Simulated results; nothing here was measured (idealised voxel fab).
A process module follows: voxel ribs on slabs.
The figure presents cross-section cut, which has a width of 295 nm and is divided into square cells with an edge length of 5 nm.
Cross-sections here: square-cell grids, written as top-down lists of bands, a band being one or more rows of cells.
Within each band entry, the heights of the top and of the bottom of the band appear first, in that order and in nm; the materials of the band then follow from left to right, each with its corresponding width in nm. The designation "everywhere" on a single material indicates that it fills the band from edge to edge; the designation "blank" indicates empty space.
Where do heights start? At 0: under that level the wafer as delivered is made of one material only. And the lowest band has no floor; it just carries on downward, as in "0 down".
Per-row width for "30->40": begins at first number (top row of band), ends at second number (bottom row), increment between rows held constant.
The designation "nothing different", where it is given for a processing step, indicates that no cell of the cross-section was altered in the course of that step.
This entry, "Encapsulated voids", enumerates those empty regions of no fewer than 8 cells that possess no open connection to the top. Each region is reported in the form width x height at distance, the distance being taken from the left edge, with all three quantities expressed in nm.
Formally, on a step line, whatever follows the settings is a remark that the simulator itself makes on the step.
You can add "overlay nm" to a step's line. For a step with a mask, it describes how far the mask lay to the right of its planned position, and a negative number describes a lay to the left.
PLANNED STEP LIST FOR THE PROCESS
1. op RECEIVE | material Si
2. op DIRECTIONAL_DEP | material SiO2 | thk nm 20
3. op DIRECTIONAL_DEP | material SiN | thk nm 15
4. op MASKED_ETCH | tone cover | mask id RIB | width nm 20 | etch materials SiN | depth nm 5 | overlay nm 0
5. op DIRECTIONAL_DEP | material aC | thk nm 15
6. op PATTERN | tone cover | mask id SLAB | material resist | width nm 50 | thk nm 30 | overlay nm 0
7. op DIRECTIONAL_ETCH | etch materials aC | depth nm 15
8. op STRIP | etch materials resist
9. op DIRECTIONAL_ETCH | etch materials SiN | depth nm 10
10. op STRIP | etch materials aC
11. op FILL_DEP | material SiO2 | thk nm 20
12. op CMP | height nm 45
13. op DIRECTIONAL_DEP | material TiN | thk nm 5
14. op PATTERN | tone cover | mask id HEATER | material resist | width nm 30 | thk nm 15 | overlay nm 0
15. op DIRECTIONAL_ETCH | etch materials TiN | depth nm 5
16. op STRIP | etch materials resist
17. op CONFORMAL_DEP | material SiO2 | thk nm 10
FIRST OF TWO WAFERS: RUN AS PLANNED
THIS IS THE CROSS-SECTION OF THE WAFER AS WE RECEIVED IT, I.E. AFTER STEP 1
0 down = Si everywhere
Encapsulated voids: none
SO THIS IS THE WAFER CROSS-SECTION RIGHT AFTER STEP 2
20 to 0 = SiO2 everywhere
Unchanged below 0.
SO THIS IS THE WAFER CROSS-SECTION RIGHT AFTER STEP 3
35 to 20 = SiN everywhere
Unchanged below 20.
SO THIS IS THE WAFER CROSS-SECTION RIGHT AFTER STEP 4
35 to 30 = 135 nm blank / 20 nm SiN / 140 nm blank
Unchanged below 30.
SO THIS IS THE WAFER CROSS-SECTION RIGHT AFTER STEP 5
50 to 45 = 135 nm blank / 20 nm aC / 140 nm blank
45 to 35 = aC everywhere
35 to 30 = 135 nm aC / 20 nm SiN / 140 nm aC
Unchanged below 30.
SO THIS IS THE WAFER CROSS-SECTION RIGHT AFTER STEP 6
80 to 50 = 120 nm blank / 50 nm resist / 125 nm blank
50 to 45 = 120 nm blank / 15 nm resist / 20 nm aC / 15 nm resist / 125 nm blank
Unchanged below 45.
SO THIS IS THE WAFER CROSS-SECTION RIGHT AFTER STEP 7
65 to 50 = 120 nm blank / 50 nm resist / 125 nm blank
50 to 45 = 120 nm blank / 15 nm resist / 20 nm aC / 15 nm resist / 125 nm blank
45 to 35 = 120 nm blank / 50 nm aC / 125 nm blank
35 to 30 = 120 nm blank / 15 nm aC / 20 nm SiN / 15 nm aC / 125 nm blank
Unchanged below 30.
SO THIS IS THE WAFER CROSS-SECTION RIGHT AFTER STEP 8
50 to 45 = 135 nm blank / 20 nm aC / 140 nm blank
Unchanged below 45.
SO THIS IS THE WAFER CROSS-SECTION RIGHT AFTER STEP 9
50 to 45 = 135 nm blank / 20 nm aC / 140 nm blank
45 to 35 = 120 nm blank / 50 nm aC / 125 nm blank
35 to 30 = 120 nm blank / 15 nm aC / 20 nm SiN / 15 nm aC / 125 nm blank
30 to 20 = 120 nm blank / 50 nm SiN / 125 nm blank
Unchanged below 20.
SO THIS IS THE WAFER CROSS-SECTION RIGHT AFTER STEP 10
35 to 30 = 135 nm blank / 20 nm SiN / 140 nm blank
Unchanged below 30.
SO THIS IS THE WAFER CROSS-SECTION RIGHT AFTER STEP 11
55 to 35 = SiO2 everywhere
35 to 30 = 135 nm SiO2 / 20 nm SiN / 140 nm SiO2
30 to 20 = 120 nm SiO2 / 50 nm SiN / 125 nm SiO2
Unchanged below 20.
SO THIS IS THE WAFER CROSS-SECTION RIGHT AFTER STEP 12
45 to 35 = SiO2 everywhere
Unchanged below 35.
SO THIS IS THE WAFER CROSS-SECTION RIGHT AFTER STEP 13
50 to 45 = TiN everywhere
Unchanged below 45.
SO THIS IS THE WAFER CROSS-SECTION RIGHT AFTER STEP 14
65 to 50 = 130 nm blank / 30 nm resist / 135 nm blank
Unchanged below 50.
SO THIS IS THE WAFER CROSS-SECTION RIGHT AFTER STEP 15
65 to 50 = 130 nm blank / 30 nm resist / 135 nm blank
50 to 45 = 130 nm blank / 30 nm TiN / 135 nm blank
Unchanged below 45.
SO THIS IS THE WAFER CROSS-SECTION RIGHT AFTER STEP 16
50 to 45 = 130 nm blank / 30 nm TiN / 135 nm blank
Unchanged below 45.
SO THIS IS THE WAFER CROSS-SECTION RIGHT AFTER STEP 17
60 to 55 = 120 nm blank / 50 nm SiO2 / 125 nm blank
55 to 50 = SiO2 everywhere
50 to 45 = 130 nm SiO2 / 30 nm TiN / 135 nm SiO2
Unchanged below 45.
WAFER TWO OF THE PAIR: SAME ORIGIN, SAME PLAN, ONE ERROR DURING THE RUN; IDENTICAL TO WAFER ONE UP TO AND INCLUDING STEP 16
Second wafer, sectioned view, at step 17's planned end time: nothing different
Misprocessing identified: yeah, step 17 of the plan got skipped, never ran
at the end the second wafer has, in cells: SiO2: 122 fewer
